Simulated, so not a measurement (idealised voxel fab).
Proc. module: voxel transistor to metal
Cross-sectional view cut (width: 170 nm; square cell size: 5 nm).
When this document writes out a cross-section, it uses a grid of square cells and lists it as bands, beginning at the top and moving down, with a band standing for one or more rows of cells. Quick guide to a band line: top height, bottom height (nm) up front; then every material left to right with its width in nm. Only one material and it's marked "throughout"? Then it fills the band edge to edge. And "empty" just means empty space. Where do heights start? At 0: under that level the wafer as delivered is made of one material only. And the lowest band has no floor; it just carries on downward, as in "0 nm and below". When a width is written as two numbers, as in "30 to 40", the first number is the width in the top row of cells of the band and the second is the width in its bottom row, and the width changes by the same amount from each row to the next. Step marked "no alterations made"? Then no cell in the cross-section changed in it. Voids not open to the top, 8 cells minimum: see "Enclosed internal cavities". Written width x height at distance; distance is from the left edge; nm. Where a step's line continues beyond its settings, the continuation is a remark by the simulator itself on that step. A step line may carry the setting "overlay nm", which, for steps involving a mask, states the distance by which the mask lay to the right of its intended position; negative values denote displacement to the left.

So here's the lineup of process steps we planned
1) RECEIVE,material Si
2) OXIDIZE,depth nm 5
3) CONFORMAL_DEP,material SiN,thk nm 15
4) PATTERN,tone cover,mask id ACTIVE,material resist,width nm 100,thk nm 15,overlay nm 0
5) DIRECTIONAL_ETCH,etch materials SiN,depth nm 15
6) DIRECTIONAL_ETCH,etch materials SiO2,depth nm 5
7) DIRECTIONAL_ETCH,etch materials Si,depth nm 25
8) STRIP,etch materials resist
9) OXIDIZE,depth nm 5
10) FILL_DEP,material SiO2,thk nm 5
11) CMP,height nm 15
12) SELECTIVE_ETCH,etch materials SiO2,depth nm 5
13) STRIP,etch materials SiN
14) SELECTIVE_ETCH,etch materials SiO2,depth nm 5
15) OXIDIZE,depth nm 5
16) DIRECTIONAL_DEP,material polySi,thk nm 30
17) DIRECTIONAL_DEP,material SiCN,thk nm 10
18) PATTERN,tone cover,mask id GATE,material resist,width nm 20,thk nm 15,overlay nm 0
19) DIRECTIONAL_ETCH,etch materials SiCN,depth nm 20
20) DIRECTIONAL_ETCH,etch materials polySi,depth nm 40
21) STRIP,etch materials resist
22) CONFORMAL_DEP,material SiO2,thk nm 5
23) DIRECTIONAL_ETCH,etch materials SiO2,depth nm 5
24) CONFORMAL_DEP,material SiN,thk nm 5
25) DIRECTIONAL_ETCH,etch materials SiN,depth nm 5
26) DIRECTIONAL_ETCH,etch materials SiO2,depth nm 5
27) DIRECTIONAL_ETCH,etch materials Si,depth nm 5
28) EPI,material pSi,thk nm 5
29) FILL_DEP,material SiO2,thk nm 10
30) CMP,height nm 35
31) DIRECTIONAL_DEP,material SiO2,thk nm 15
32) MASKED_ETCH,tone open,mask id CONTACT,width nm 30,pitch nm 60,etch materials SiO2,depth nm 60,overlay nm 0
33) CONFORMAL_DEP,material TiN,thk nm 5
34) FILL_DEP,material W,thk nm 5
35) CMP,height nm 50
36) CONFORMAL_DEP,material SiN,thk nm 5
37) DIRECTIONAL_DEP,material SiO2,thk nm 15
38) DIRECTIONAL_DEP,material aC,thk nm 15
39) PATTERN,tone open,mask id METAL_1,material resist,width nm 20,pitch nm 70,thk nm 30,overlay nm 0
40) DIRECTIONAL_ETCH,etch materials aC,depth nm 15
41) STRIP,etch materials resist
42) DIRECTIONAL_ETCH,etch materials SiO2,depth nm 15
43) DIRECTIONAL_ETCH,etch materials SiN,depth nm 5
44) STRIP,etch materials aC
45) CONFORMAL_DEP,material TiN,thk nm 5
46) FILL_DEP,material Cu,thk nm 5
47) CMP,height nm 70
48) CONFORMAL_DEP,material SiN,thk nm 5

The first of a set of two wafers, run to plan

So this is the incoming wafer in cross-section - it's already been through step 1
  0 nm and below: Si throughout
  Enclosed internal cavities: none

The wafer in cross-section once step 2 is complete
  0 nm to -5 nm: SiO2 throughout
  Lower than -5, everything is as it was.

The wafer in cross-section once step 3 is complete
  15 nm to 0 nm: SiN throughout
  Lower than 0, everything is as it was.

The wafer in cross-section once step 4 is complete
  30 nm to 15 nm: 35 nm empty | 100 nm resist | 35 nm empty
  Lower than 15, everything is as it was.

The wafer in cross-section once step 5 is complete
  30 nm to 15 nm: 35 nm empty | 100 nm resist | 35 nm empty
  15 nm to 0 nm: 35 nm empty | 100 nm SiN | 35 nm empty
  Lower than 0, everything is as it was.

The wafer in cross-section once step 6 is complete
  30 nm to 15 nm: 35 nm empty | 100 nm resist | 35 nm empty
  15 nm to 0 nm: 35 nm empty | 100 nm SiN | 35 nm empty
  0 nm to -5 nm: 35 nm empty | 100 nm SiO2 | 35 nm empty
  Lower than -5, everything is as it was.

The wafer in cross-section once step 7 is complete
  30 nm to 15 nm: 35 nm empty | 100 nm resist | 35 nm empty
  15 nm to 0 nm: 35 nm empty | 100 nm SiN | 35 nm empty
  0 nm to -5 nm: 35 nm empty | 100 nm SiO2 | 35 nm empty
  -5 nm to -30 nm: 35 nm empty | 100 nm Si | 35 nm empty
  Lower than -30, everything is as it was.

The wafer in cross-section once step 8 is complete
  15 nm to 0 nm: 35 nm empty | 100 nm SiN | 35 nm empty
  Lower than 0, everything is as it was.

The wafer in cross-section once step 9 is complete
  15 nm to 0 nm: 35 nm empty | 100 nm SiN | 35 nm empty
  0 nm to -5 nm: 35 nm empty | 100 nm SiO2 | 35 nm empty
  -5 nm to -30 nm: 35 nm empty | 5 nm SiO2 | 90 nm Si | 5 nm SiO2 | 35 nm empty
  -30 nm to -35 nm: 40 nm SiO2 | 90 nm Si | 40 nm SiO2
  Lower than -35, everything is as it was.

The wafer in cross-section once step 10 is complete
  20 nm to 15 nm: SiO2 throughout
  15 nm to 0 nm: 35 nm SiO2 | 100 nm SiN | 35 nm SiO2
  0 nm to -5 nm: SiO2 throughout
  -5 nm to -35 nm: 40 nm SiO2 | 90 nm Si | 40 nm SiO2
  Lower than -35, everything is as it was.

The wafer in cross-section once step 11 is complete
  15 nm to 0 nm: 35 nm SiO2 | 100 nm SiN | 35 nm SiO2
  Lower than 0, everything is as it was.

The wafer in cross-section once step 12 is complete
  15 nm to 10 nm: 35 nm empty | 100 nm SiN | 35 nm empty
  Lower than 10, everything is as it was.

The wafer in cross-section once step 13 is complete
  10 nm to 0 nm: 35 nm SiO2 | 100 nm empty | 35 nm SiO2
  Lower than 0, everything is as it was.

The wafer in cross-section once step 14 is complete
  5 nm to -5 nm: 30 nm SiO2 | 110 nm empty | 30 nm SiO2
  Lower than -5, everything is as it was.

The wafer in cross-section once step 15 is complete
  5 nm to -5 nm: 30 nm SiO2 | 110 nm empty | 30 nm SiO2
  -5 nm to -10 nm: SiO2 throughout
  Lower than -10, everything is as it was.

The wafer in cross-section once step 16 is complete
  35 nm to 25 nm: 30 nm polySi | 110 nm empty | 30 nm polySi
  25 nm to 5 nm: polySi throughout
  5 nm to -5 nm: 30 nm SiO2 | 110 nm polySi | 30 nm SiO2
  Lower than -5, everything is as it was.

The wafer in cross-section once step 17 is complete
  45 nm to 35 nm: 30 nm SiCN | 110 nm empty | 30 nm SiCN
  35 nm to 25 nm: 30 nm polySi | 110 nm SiCN | 30 nm polySi
  Lower than 25, everything is as it was.

The wafer in cross-section once step 18 is complete
  60 nm to 45 nm: 75 nm empty | 20 nm resist | 75 nm empty
  45 nm to 35 nm: 30 nm SiCN | 45 nm empty | 20 nm resist | 45 nm empty | 30 nm SiCN
  Lower than 35, everything is as it was.

The wafer in cross-section once step 19 is complete
  60 nm to 35 nm: 75 nm empty | 20 nm resist | 75 nm empty
  35 nm to 25 nm: 30 nm polySi | 45 nm empty | 20 nm SiCN | 45 nm empty | 30 nm polySi
  Lower than 25, everything is as it was.

The wafer in cross-section once step 20 is complete
  60 nm to 35 nm: 75 nm empty | 20 nm resist | 75 nm empty
  35 nm to 25 nm: 75 nm empty | 20 nm SiCN | 75 nm empty
  25 nm to 5 nm: 75 nm empty | 20 nm polySi | 75 nm empty
  5 nm to -5 nm: 30 nm SiO2 | 45 nm empty | 20 nm polySi | 45 nm empty | 30 nm SiO2
  Lower than -5, everything is as it was.

The wafer in cross-section once step 21 is complete
  35 nm to 25 nm: 75 nm empty | 20 nm SiCN | 75 nm empty
  Lower than 25, everything is as it was.

The wafer in cross-section once step 22 is complete
  40 nm to 35 nm: 70 nm empty | 30 nm SiO2 | 70 nm empty
  35 nm to 25 nm: 70 nm empty | 5 nm SiO2 | 20 nm SiCN | 5 nm SiO2 | 70 nm empty
  25 nm to 10 nm: 70 nm empty | 5 nm SiO2 | 20 nm polySi | 5 nm SiO2 | 70 nm empty
  10 nm to 0 nm: 35 nm SiO2 | 35 nm empty | 5 nm SiO2 | 20 nm polySi | 5 nm SiO2 | 35 nm empty | 35 nm SiO2
  0 nm to -5 nm: 75 nm SiO2 | 20 nm polySi | 75 nm SiO2
  Lower than -5, everything is as it was.

The wafer in cross-section once step 23 is complete
  35 nm to 25 nm: 70 nm empty | 5 nm SiO2 | 20 nm SiCN | 5 nm SiO2 | 70 nm empty
  25 nm to 5 nm: 70 nm empty | 5 nm SiO2 | 20 nm polySi | 5 nm SiO2 | 70 nm empty
  5 nm to -5 nm: 35 nm SiO2 | 35 nm empty | 5 nm SiO2 | 20 nm polySi | 5 nm SiO2 | 35 nm empty | 35 nm SiO2
  Lower than -5, everything is as it was.

The wafer in cross-section once step 24 is complete
  40 nm to 35 nm: 65 nm empty | 40 nm SiN | 65 nm empty
  35 nm to 25 nm: 65 nm empty | 5 nm SiN | 5 nm SiO2 | 20 nm SiCN | 5 nm SiO2 | 5 nm SiN | 65 nm empty
  25 nm to 10 nm: 65 nm empty | 5 nm SiN | 5 nm SiO2 | 20 nm polySi | 5 nm SiO2 | 5 nm SiN | 65 nm empty
  10 nm to 5 nm: 40 nm SiN | 25 nm empty | 5 nm SiN | 5 nm SiO2 | 20 nm polySi | 5 nm SiO2 | 5 nm SiN | 25 nm empty | 40 nm SiN
  5 nm to 0 nm: 35 nm SiO2 | 5 nm SiN | 25 nm empty | 5 nm SiN | 5 nm SiO2 | 20 nm polySi | 5 nm SiO2 | 5 nm SiN | 25 nm empty | 5 nm SiN | 35 nm SiO2
  0 nm to -5 nm: 35 nm SiO2 | 35 nm SiN | 5 nm SiO2 | 20 nm polySi | 5 nm SiO2 | 35 nm SiN | 35 nm SiO2
  Lower than -5, everything is as it was.

The wafer in cross-section once step 25 is complete
  35 nm to 25 nm: 65 nm empty | 5 nm SiN | 5 nm SiO2 | 20 nm SiCN | 5 nm SiO2 | 5 nm SiN | 65 nm empty
  25 nm to 5 nm: 65 nm empty | 5 nm SiN | 5 nm SiO2 | 20 nm polySi | 5 nm SiO2 | 5 nm SiN | 65 nm empty
  5 nm to -5 nm: 35 nm SiO2 | 5 nm SiN | 25 nm empty | 5 nm SiN | 5 nm SiO2 | 20 nm polySi | 5 nm SiO2 | 5 nm SiN | 25 nm empty | 5 nm SiN | 35 nm SiO2
  Lower than -5, everything is as it was.

The wafer in cross-section once step 26 is complete
  35 nm to 30 nm: 65 nm empty | 5 nm SiN | 5 nm empty | 20 nm SiCN | 5 nm empty | 5 nm SiN | 65 nm empty
  30 nm to 25 nm: 65 nm empty | 5 nm SiN | 5 nm SiO2 | 20 nm SiCN | 5 nm SiO2 | 5 nm SiN | 65 nm empty
  25 nm to 5 nm: 65 nm empty | 5 nm SiN | 5 nm SiO2 | 20 nm polySi | 5 nm SiO2 | 5 nm SiN | 65 nm empty
  5 nm to 0 nm: 35 nm empty | 5 nm SiN | 25 nm empty | 5 nm SiN | 5 nm SiO2 | 20 nm polySi | 5 nm SiO2 | 5 nm SiN | 25 nm empty | 5 nm SiN | 35 nm empty
  0 nm to -5 nm: 35 nm SiO2 | 5 nm SiN | 25 nm empty | 5 nm SiN | 5 nm SiO2 | 20 nm polySi | 5 nm SiO2 | 5 nm SiN | 25 nm empty | 5 nm SiN | 35 nm SiO2
  -5 nm to -10 nm: 40 nm SiO2 | 25 nm empty | 40 nm SiO2 | 25 nm empty | 40 nm SiO2
  Lower than -10, everything is as it was.

The wafer in cross-section once step 27 is complete
  35 nm to 30 nm: 65 nm empty | 5 nm SiN | 5 nm empty | 20 nm SiCN | 5 nm empty | 5 nm SiN | 65 nm empty
  30 nm to 25 nm: 65 nm empty | 5 nm SiN | 5 nm SiO2 | 20 nm SiCN | 5 nm SiO2 | 5 nm SiN | 65 nm empty
  25 nm to 5 nm: 65 nm empty | 5 nm SiN | 5 nm SiO2 | 20 nm polySi | 5 nm SiO2 | 5 nm SiN | 65 nm empty
  5 nm to 0 nm: 35 nm empty | 5 nm SiN | 25 nm empty | 5 nm SiN | 5 nm SiO2 | 20 nm polySi | 5 nm SiO2 | 5 nm SiN | 25 nm empty | 5 nm SiN | 35 nm empty
  0 nm to -5 nm: 35 nm SiO2 | 5 nm SiN | 25 nm empty | 5 nm SiN | 5 nm SiO2 | 20 nm polySi | 5 nm SiO2 | 5 nm SiN | 25 nm empty | 5 nm SiN | 35 nm SiO2
  -5 nm to -10 nm: 40 nm SiO2 | 25 nm empty | 40 nm SiO2 | 25 nm empty | 40 nm SiO2
  -10 nm to -15 nm: 40 nm SiO2 | 25 nm empty | 40 nm Si | 25 nm empty | 40 nm SiO2
  Lower than -15, everything is as it was.

The wafer in cross-section once step 28 is complete
  35 nm to 30 nm: 65 nm empty | 5 nm SiN | 5 nm empty | 20 nm SiCN | 5 nm empty | 5 nm SiN | 65 nm empty
  30 nm to 25 nm: 65 nm empty | 5 nm SiN | 5 nm SiO2 | 20 nm SiCN | 5 nm SiO2 | 5 nm SiN | 65 nm empty
  25 nm to 5 nm: 65 nm empty | 5 nm SiN | 5 nm SiO2 | 20 nm polySi | 5 nm SiO2 | 5 nm SiN | 65 nm empty
  5 nm to 0 nm: 35 nm empty | 5 nm SiN | 25 nm empty | 5 nm SiN | 5 nm SiO2 | 20 nm polySi | 5 nm SiO2 | 5 nm SiN | 25 nm empty | 5 nm SiN | 35 nm empty
  0 nm to -5 nm: 35 nm SiO2 | 5 nm SiN | 25 nm empty | 5 nm SiN | 5 nm SiO2 | 20 nm polySi | 5 nm SiO2 | 5 nm SiN | 25 nm empty | 5 nm SiN | 35 nm SiO2
  -5 nm to -10 nm: 40 nm SiO2 | 20 nm empty | 5 nm pSi | 40 nm SiO2 | 5 nm pSi | 20 nm empty | 40 nm SiO2
  -10 nm to -15 nm: 40 nm SiO2 | 25 nm pSi | 40 nm Si | 25 nm pSi | 40 nm SiO2
  Lower than -15, everything is as it was.

The wafer in cross-section once step 29 is complete
  45 nm to 35 nm: SiO2 throughout
  35 nm to 25 nm: 65 nm SiO2 | 5 nm SiN | 5 nm SiO2 | 20 nm SiCN | 5 nm SiO2 | 5 nm SiN | 65 nm SiO2
  25 nm to 5 nm: 65 nm SiO2 | 5 nm SiN | 5 nm SiO2 | 20 nm polySi | 5 nm SiO2 | 5 nm SiN | 65 nm SiO2
  5 nm to -5 nm: 35 nm SiO2 | 5 nm SiN | 25 nm SiO2 | 5 nm SiN | 5 nm SiO2 | 20 nm polySi | 5 nm SiO2 | 5 nm SiN | 25 nm SiO2 | 5 nm SiN | 35 nm SiO2
  -5 nm to -10 nm: 60 nm SiO2 | 5 nm pSi | 40 nm SiO2 | 5 nm pSi | 60 nm SiO2
  Lower than -10, everything is as it was.

The wafer in cross-section once step 30 is complete
  35 nm to 25 nm: 65 nm SiO2 | 5 nm SiN | 5 nm SiO2 | 20 nm SiCN | 5 nm SiO2 | 5 nm SiN | 65 nm SiO2
  Lower than 25, everything is as it was.

The wafer in cross-section once step 31 is complete
  50 nm to 35 nm: SiO2 throughout
  Lower than 35, everything is as it was.

The wafer in cross-section once step 32 is complete
  50 nm to 35 nm: 40 nm SiO2 | 30 nm empty | 30 nm SiO2 | 30 nm empty | 40 nm SiO2
  35 nm to 25 nm: 40 nm SiO2 | 25 nm empty | 5 nm SiN | 5 nm SiO2 | 20 nm SiCN | 5 nm SiO2 | 5 nm SiN | 25 nm empty | 40 nm SiO2
  25 nm to 5 nm: 40 nm SiO2 | 25 nm empty | 5 nm SiN | 5 nm SiO2 | 20 nm polySi | 5 nm SiO2 | 5 nm SiN | 25 nm empty | 40 nm SiO2
  5 nm to -5 nm: 35 nm SiO2 | 5 nm SiN | 25 nm empty | 5 nm SiN | 5 nm SiO2 | 20 nm polySi | 5 nm SiO2 | 5 nm SiN | 25 nm empty | 5 nm SiN | 35 nm SiO2
  -5 nm to -10 nm: 40 nm SiO2 | 20 nm empty | 5 nm pSi | 40 nm SiO2 | 5 nm pSi | 20 nm empty | 40 nm SiO2
  Lower than -10, everything is as it was.

The wafer in cross-section once step 33 is complete
  55 nm to 50 nm: 45 nm TiN | 20 nm empty | 40 nm TiN | 20 nm empty | 45 nm TiN
  50 nm to 40 nm: 40 nm SiO2 | 5 nm TiN | 20 nm empty | 5 nm TiN | 30 nm SiO2 | 5 nm TiN | 20 nm empty | 5 nm TiN | 40 nm SiO2
  40 nm to 35 nm: 40 nm SiO2 | 5 nm TiN | 15 nm empty | 10 nm TiN | 30 nm SiO2 | 10 nm TiN | 15 nm empty | 5 nm TiN | 40 nm SiO2
  35 nm to 25 nm: 40 nm SiO2 | 5 nm TiN | 15 nm empty | 5 nm TiN | 5 nm SiN | 5 nm SiO2 | 20 nm SiCN | 5 nm SiO2 | 5 nm SiN | 5 nm TiN | 15 nm empty | 5 nm TiN | 40 nm SiO2
  25 nm to 5 nm: 40 nm SiO2 | 5 nm TiN | 15 nm empty | 5 nm TiN | 5 nm SiN | 5 nm SiO2 | 20 nm polySi | 5 nm SiO2 | 5 nm SiN | 5 nm TiN | 15 nm empty | 5 nm TiN | 40 nm SiO2
  5 nm to -5 nm: 35 nm SiO2 | 5 nm SiN | 5 nm TiN | 15 to 10 nm empty | 5 to 10 nm TiN | 5 nm SiN | 5 nm SiO2 | 20 nm polySi | 5 nm SiO2 | 5 nm SiN | 5 to 10 nm TiN | 15 to 10 nm empty | 5 nm TiN | 5 nm SiN | 35 nm SiO2
  -5 nm to -10 nm: 40 nm SiO2 | 20 nm TiN | 5 nm pSi | 40 nm SiO2 | 5 nm pSi | 20 nm TiN | 40 nm SiO2
  Lower than -10, everything is as it was.

The wafer in cross-section once step 34 is complete
  60 nm to 55 nm: W throughout
  55 nm to 50 nm: 45 nm TiN | 20 nm W | 40 nm TiN | 20 nm W | 45 nm TiN
  50 nm to 40 nm: 40 nm SiO2 | 5 nm TiN | 20 nm W | 5 nm TiN | 30 nm SiO2 | 5 nm TiN | 20 nm W | 5 nm TiN | 40 nm SiO2
  40 nm to 35 nm: 40 nm SiO2 | 5 nm TiN | 15 nm W | 10 nm TiN | 30 nm SiO2 | 10 nm TiN | 15 nm W | 5 nm TiN | 40 nm SiO2
  35 nm to 25 nm: 40 nm SiO2 | 5 nm TiN | 15 nm W | 5 nm TiN | 5 nm SiN | 5 nm SiO2 | 20 nm SiCN | 5 nm SiO2 | 5 nm SiN | 5 nm TiN | 15 nm W | 5 nm TiN | 40 nm SiO2
  25 nm to 5 nm: 40 nm SiO2 | 5 nm TiN | 15 nm W | 5 nm TiN | 5 nm SiN | 5 nm SiO2 | 20 nm polySi | 5 nm SiO2 | 5 nm SiN | 5 nm TiN | 15 nm W | 5 nm TiN | 40 nm SiO2
  5 nm to -5 nm: 35 nm SiO2 | 5 nm SiN | 5 nm TiN | 15 to 10 nm W | 5 to 10 nm TiN | 5 nm SiN | 5 nm SiO2 | 20 nm polySi | 5 nm SiO2 | 5 nm SiN | 5 to 10 nm TiN | 15 to 10 nm W | 5 nm TiN | 5 nm SiN | 35 nm SiO2
  Lower than -5, everything is as it was.

The wafer in cross-section once step 35 is complete
  50 nm to 40 nm: 40 nm SiO2 | 5 nm TiN | 20 nm W | 5 nm TiN | 30 nm SiO2 | 5 nm TiN | 20 nm W | 5 nm TiN | 40 nm SiO2
  Lower than 40, everything is as it was.

The wafer in cross-section once step 36 is complete
  55 nm to 50 nm: SiN throughout
  Lower than 50, everything is as it was.

The wafer in cross-section once step 37 is complete
  70 nm to 55 nm: SiO2 throughout
  Lower than 55, everything is as it was.

The wafer in cross-section once step 38 is complete
  85 nm to 70 nm: aC throughout
  Lower than 70, everything is as it was.

The wafer in cross-section once step 39 is complete
  115 nm to 85 nm: 40 nm resist | 20 nm empty | 50 nm resist | 20 nm empty | 40 nm resist
  Lower than 85, everything is as it was.

The wafer in cross-section once step 40 is complete
  100 nm to 85 nm: 40 nm resist | 20 nm empty | 50 nm resist | 20 nm empty | 40 nm resist
  85 nm to 70 nm: 40 nm aC | 20 nm empty | 50 nm aC | 20 nm empty | 40 nm aC
  Lower than 70, everything is as it was.

The wafer in cross-section once step 41 is complete
  85 nm to 70 nm: 40 nm aC | 20 nm empty | 50 nm aC | 20 nm empty | 40 nm aC
  Lower than 70, everything is as it was.

The wafer in cross-section once step 42 is complete
  85 nm to 70 nm: 40 nm aC | 20 nm empty | 50 nm aC | 20 nm empty | 40 nm aC
  70 nm to 55 nm: 40 nm SiO2 | 20 nm empty | 50 nm SiO2 | 20 nm empty | 40 nm SiO2
  Lower than 55, everything is as it was.

The wafer in cross-section once step 43 is complete
  85 nm to 70 nm: 40 nm aC | 20 nm empty | 50 nm aC | 20 nm empty | 40 nm aC
  70 nm to 55 nm: 40 nm SiO2 | 20 nm empty | 50 nm SiO2 | 20 nm empty | 40 nm SiO2
  55 nm to 50 nm: 40 nm SiN | 20 nm empty | 50 nm SiN | 20 nm empty | 40 nm SiN
  Lower than 50, everything is as it was.

The wafer in cross-section once step 44 is complete
  70 nm to 55 nm: 40 nm SiO2 | 20 nm empty | 50 nm SiO2 | 20 nm empty | 40 nm SiO2
  Lower than 55, everything is as it was.

The wafer in cross-section once step 45 is complete
  75 nm to 70 nm: 45 nm TiN | 10 nm empty | 60 nm TiN | 10 nm empty | 45 nm TiN
  70 nm to 55 nm: 40 nm SiO2 | 5 nm TiN | 10 nm empty | 5 nm TiN | 50 nm SiO2 | 5 nm TiN | 10 nm empty | 5 nm TiN | 40 nm SiO2
  55 nm to 50 nm: 40 nm SiN | 20 nm TiN | 50 nm SiN | 20 nm TiN | 40 nm SiN
  Lower than 50, everything is as it was.

The wafer in cross-section once step 46 is complete
  80 nm to 75 nm: Cu throughout
  75 nm to 70 nm: 45 nm TiN | 10 nm Cu | 60 nm TiN | 10 nm Cu | 45 nm TiN
  70 nm to 55 nm: 40 nm SiO2 | 5 nm TiN | 10 nm Cu | 5 nm TiN | 50 nm SiO2 | 5 nm TiN | 10 nm Cu | 5 nm TiN | 40 nm SiO2
  Lower than 55, everything is as it was.

The wafer in cross-section once step 47 is complete
  70 nm to 55 nm: 40 nm SiO2 | 5 nm TiN | 10 nm Cu | 5 nm TiN | 50 nm SiO2 | 5 nm TiN | 10 nm Cu | 5 nm TiN | 40 nm SiO2
  Lower than 55, everything is as it was.

The wafer in cross-section once step 48 is complete
  75 nm to 70 nm: SiN throughout
  Lower than 70, everything is as it was.

It is to be noted that the second wafer proceeded from the same initial state and according to the same plan as the first, although one mistake was committed in its execution; through step 29, inclusive, the two wafers share an identical history

Cross-section of the second wafer at the time step 30 of the plan should have ended
  25 nm to 5 nm: 65 nm SiO2 | 5 nm SiN | 5 nm SiO2 | 20 nm polySi | 5 nm SiO2 | 5 nm SiN | 65 nm SiO2
  Lower than 5, everything is as it was.

Cross-section of the second wafer at the time step 31 of the plan should have ended
  40 nm to 25 nm: SiO2 throughout
  Lower than 25, everything is as it was.

Cross-section of the second wafer at the time step 32 of the plan should have ended
  40 nm to 25 nm: 40 nm SiO2 | 30 nm empty | 30 nm SiO2 | 30 nm empty | 40 nm SiO2
  25 nm to 5 nm: 40 nm SiO2 | 25 nm empty | 5 nm SiN | 5 nm SiO2 | 20 nm polySi | 5 nm SiO2 | 5 nm SiN | 25 nm empty | 40 nm SiO2
  5 nm to -5 nm: 35 nm SiO2 | 5 nm SiN | 25 nm empty | 5 nm SiN | 5 nm SiO2 | 20 nm polySi | 5 nm SiO2 | 5 nm SiN | 25 nm empty | 5 nm SiN | 35 nm SiO2
  -5 nm to -10 nm: 40 nm SiO2 | 20 nm empty | 5 nm pSi | 40 nm SiO2 | 5 nm pSi | 20 nm empty | 40 nm SiO2
  Lower than -10, everything is as it was.

Cross-section of the second wafer at the time step 33 of the plan should have ended
  45 nm to 40 nm: 45 nm TiN | 20 nm empty | 40 nm TiN | 20 nm empty | 45 nm TiN
  40 nm to 30 nm: 40 nm SiO2 | 5 nm TiN | 20 nm empty | 5 nm TiN | 30 nm SiO2 | 5 nm TiN | 20 nm empty | 5 nm TiN | 40 nm SiO2
  30 nm to 25 nm: 40 nm SiO2 | 5 nm TiN | 15 nm empty | 10 nm TiN | 30 nm SiO2 | 10 nm TiN | 15 nm empty | 5 nm TiN | 40 nm SiO2
  25 nm to 5 nm: 40 nm SiO2 | 5 nm TiN | 15 nm empty | 5 nm TiN | 5 nm SiN | 5 nm SiO2 | 20 nm polySi | 5 nm SiO2 | 5 nm SiN | 5 nm TiN | 15 nm empty | 5 nm TiN | 40 nm SiO2
  5 nm to -5 nm: 35 nm SiO2 | 5 nm SiN | 5 nm TiN | 15 to 10 nm empty | 5 to 10 nm TiN | 5 nm SiN | 5 nm SiO2 | 20 nm polySi | 5 nm SiO2 | 5 nm SiN | 5 to 10 nm TiN | 15 to 10 nm empty | 5 nm TiN | 5 nm SiN | 35 nm SiO2
  -5 nm to -10 nm: 40 nm SiO2 | 20 nm TiN | 5 nm pSi | 40 nm SiO2 | 5 nm pSi | 20 nm TiN | 40 nm SiO2
  Lower than -10, everything is as it was.

Cross-section of the second wafer at the time step 34 of the plan should have ended
  50 nm to 45 nm: W throughout
  45 nm to 40 nm: 45 nm TiN | 20 nm W | 40 nm TiN | 20 nm W | 45 nm TiN
  40 nm to 30 nm: 40 nm SiO2 | 5 nm TiN | 20 nm W | 5 nm TiN | 30 nm SiO2 | 5 nm TiN | 20 nm W | 5 nm TiN | 40 nm SiO2
  30 nm to 25 nm: 40 nm SiO2 | 5 nm TiN | 15 nm W | 10 nm TiN | 30 nm SiO2 | 10 nm TiN | 15 nm W | 5 nm TiN | 40 nm SiO2
  25 nm to 5 nm: 40 nm SiO2 | 5 nm TiN | 15 nm W | 5 nm TiN | 5 nm SiN | 5 nm SiO2 | 20 nm polySi | 5 nm SiO2 | 5 nm SiN | 5 nm TiN | 15 nm W | 5 nm TiN | 40 nm SiO2
  5 nm to -5 nm: 35 nm SiO2 | 5 nm SiN | 5 nm TiN | 15 to 10 nm W | 5 to 10 nm TiN | 5 nm SiN | 5 nm SiO2 | 20 nm polySi | 5 nm SiO2 | 5 nm SiN | 5 to 10 nm TiN | 15 to 10 nm W | 5 nm TiN | 5 nm SiN | 35 nm SiO2
  Lower than -5, everything is as it was.

Cross-section of the second wafer at the time step 35 of the plan should have ended: no alterations made

Cross-section of the second wafer at the time step 36 of the plan should have ended
  55 nm to 50 nm: SiN throughout
  Lower than 50, everything is as it was.

Cross-section of the second wafer at the time step 37 of the plan should have ended
  70 nm to 55 nm: SiO2 throughout
  Lower than 55, everything is as it was.

Cross-section of the second wafer at the time step 38 of the plan should have ended
  85 nm to 70 nm: aC throughout
  Lower than 70, everything is as it was.

Cross-section of the second wafer at the time step 39 of the plan should have ended
  115 nm to 85 nm: 40 nm resist | 20 nm empty | 50 nm resist | 20 nm empty | 40 nm resist
  Lower than 85, everything is as it was.

Cross-section of the second wafer at the time step 40 of the plan should have ended
  100 nm to 85 nm: 40 nm resist | 20 nm empty | 50 nm resist | 20 nm empty | 40 nm resist
  85 nm to 70 nm: 40 nm aC | 20 nm empty | 50 nm aC | 20 nm empty | 40 nm aC
  Lower than 70, everything is as it was.

Cross-section of the second wafer at the time step 41 of the plan should have ended
  85 nm to 70 nm: 40 nm aC | 20 nm empty | 50 nm aC | 20 nm empty | 40 nm aC
  Lower than 70, everything is as it was.

Cross-section of the second wafer at the time step 42 of the plan should have ended
  85 nm to 70 nm: 40 nm aC | 20 nm empty | 50 nm aC | 20 nm empty | 40 nm aC
  70 nm to 55 nm: 40 nm SiO2 | 20 nm empty | 50 nm SiO2 | 20 nm empty | 40 nm SiO2
  Lower than 55, everything is as it was.

Cross-section of the second wafer at the time step 43 of the plan should have ended
  85 nm to 70 nm: 40 nm aC | 20 nm empty | 50 nm aC | 20 nm empty | 40 nm aC
  70 nm to 55 nm: 40 nm SiO2 | 20 nm empty | 50 nm SiO2 | 20 nm empty | 40 nm SiO2
  55 nm to 50 nm: 40 nm SiN | 20 nm empty | 50 nm SiN | 20 nm empty | 40 nm SiN
  Lower than 50, everything is as it was.

Cross-section of the second wafer at the time step 44 of the plan should have ended
  70 nm to 55 nm: 40 nm SiO2 | 20 nm empty | 50 nm SiO2 | 20 nm empty | 40 nm SiO2
  Lower than 55, everything is as it was.

Cross-section of the second wafer at the time step 45 of the plan should have ended
  75 nm to 70 nm: 45 nm TiN | 10 nm empty | 60 nm TiN | 10 nm empty | 45 nm TiN
  70 nm to 55 nm: 40 nm SiO2 | 5 nm TiN | 10 nm empty | 5 nm TiN | 50 nm SiO2 | 5 nm TiN | 10 nm empty | 5 nm TiN | 40 nm SiO2
  55 nm to 50 nm: 40 nm SiN | 20 nm TiN | 50 nm SiN | 20 nm TiN | 40 nm SiN
  Lower than 50, everything is as it was.

Cross-section of the second wafer at the time step 46 of the plan should have ended
  80 nm to 75 nm: Cu throughout
  75 nm to 70 nm: 45 nm TiN | 10 nm Cu | 60 nm TiN | 10 nm Cu | 45 nm TiN
  70 nm to 55 nm: 40 nm SiO2 | 5 nm TiN | 10 nm Cu | 5 nm TiN | 50 nm SiO2 | 5 nm TiN | 10 nm Cu | 5 nm TiN | 40 nm SiO2
  Lower than 55, everything is as it was.

Cross-section of the second wafer at the time step 47 of the plan should have ended
  70 nm to 55 nm: 40 nm SiO2 | 5 nm TiN | 10 nm Cu | 5 nm TiN | 50 nm SiO2 | 5 nm TiN | 10 nm Cu | 5 nm TiN | 40 nm SiO2
  Lower than 55, everything is as it was.

Cross-section of the second wafer at the time step 48 of the plan should have ended
  75 nm to 70 nm: SiN throughout
  Lower than 70, everything is as it was.
what went wrong: the process deviated at step 30: the operation and settings actually run there were CMP,height nm 25
Final cells, second wafer relative to first, materials higher or lower: SiCN -8 | SiN -4 | SiO2 -36 | TiN +18 | W +30
